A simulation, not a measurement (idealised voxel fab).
The following is a process module called voxel air gaps.
Shown is cross-section cut, with a width of 265 nm and square cells of size 5 nm.
The cross-sections in this document take the form of a grid made of square cells. They are written out as bands, in order from top to bottom. Each band consists of one or more rows of cells.
Top height, bottom height, nm. Materials left to right, width each, nm. Single material + "full width" = fills band edge to edge. "empty" = empty.
Where do heights start? At 0: under that level the wafer as delivered is made of one material only. And the lowest band has no floor; it just carries on downward, as in "0..down".
Per-row width for "30..40": begins at first number (top row of band), ends at second number (bottom row), increment between rows held constant.
Key: "all unchanged" - step with no changed cell in the cross-section.
Voids not open to the top, 8 cells minimum: see "Completely sealed voids". Written width x height at distance; distance is from the left edge; nm.
That trailing text on a step's line, after the settings, is the simulator's own remark on the step.
A step line may carry the setting "overlay nm", which, for steps involving a mask, states the distance by which the mask lay to the right of its intended position; negative values denote displacement to the left.

The planned process steps are enumerated hereunder
| 1 | RECEIVE: material Si |
| 2 | CONFORMAL_DEP: material SiO2, thk nm 5 |
| 3 | CONFORMAL_DEP: material SiN, thk nm 5 |
| 4 | DIRECTIONAL_DEP: material lowk, thk nm 40 |
| 5 | PATTERN: tone open, mask id LINES, material resist, width nm 20, pitch nm 45, thk nm 15, overlay nm 0 |
| 6 | DIRECTIONAL_ETCH: etch materials lowk, depth nm 40 |
| 7 | STRIP: etch materials resist |
| 8 | CONFORMAL_DEP: material TiN, thk nm 5 |
| 9 | FILL_DEP: material Cu, thk nm 5 |
| 10 | CMP: height nm 55 |
| 11 | EPI: material Ru, thk nm 10 |
| 12 | SELECTIVE_ETCH: etch materials lowk, depth nm 50 |
| 13 | CONFORMAL_DEP: material SiN, thk nm 5 |
Keep in mind the plan's value for the thk nm of step 2 comes from the first wafer; the wafers don't share that setting, but they do share the same starting point.

First wafer of several, as received: cross-section after step 1
    0..down | Si full width
    Completely sealed voids: none

Per wafer, end of module: cells gained (+) or lost (-) per material since receipt, then closed voids
thk nm 5 | +64 Cu | +106 Ru | +106 SiN | +53 SiO2 | +117 TiN | +296 lowk | Completely sealed voids: none
thk nm 10 | +56 Cu | +64 Ru | +206 SiN | +106 SiO2 | +72 TiN | Completely sealed voids: 15 x 30 at 80; 15 x 30 at 125; 15 x 30 at 170
thk nm 15 | +48 Cu | +64 Ru | +198 SiN | +159 SiO2 | +64 TiN | Completely sealed voids: 15 x 25 at 80; 15 x 25 at 125; 15 x 25 at 170
thk nm 20 | +40 Cu | +64 Ru | +190 SiN | +212 SiO2 | +56 TiN | Completely sealed voids: 15 x 20 at 80; 15 x 20 at 125; 15 x 20 at 170
thk nm 25 | +32 Cu | +64 Ru | +182 SiN | +265 SiO2 | +48 TiN | Completely sealed voids: 15 x 15 at 80; 15 x 15 at 125; 15 x 15 at 170
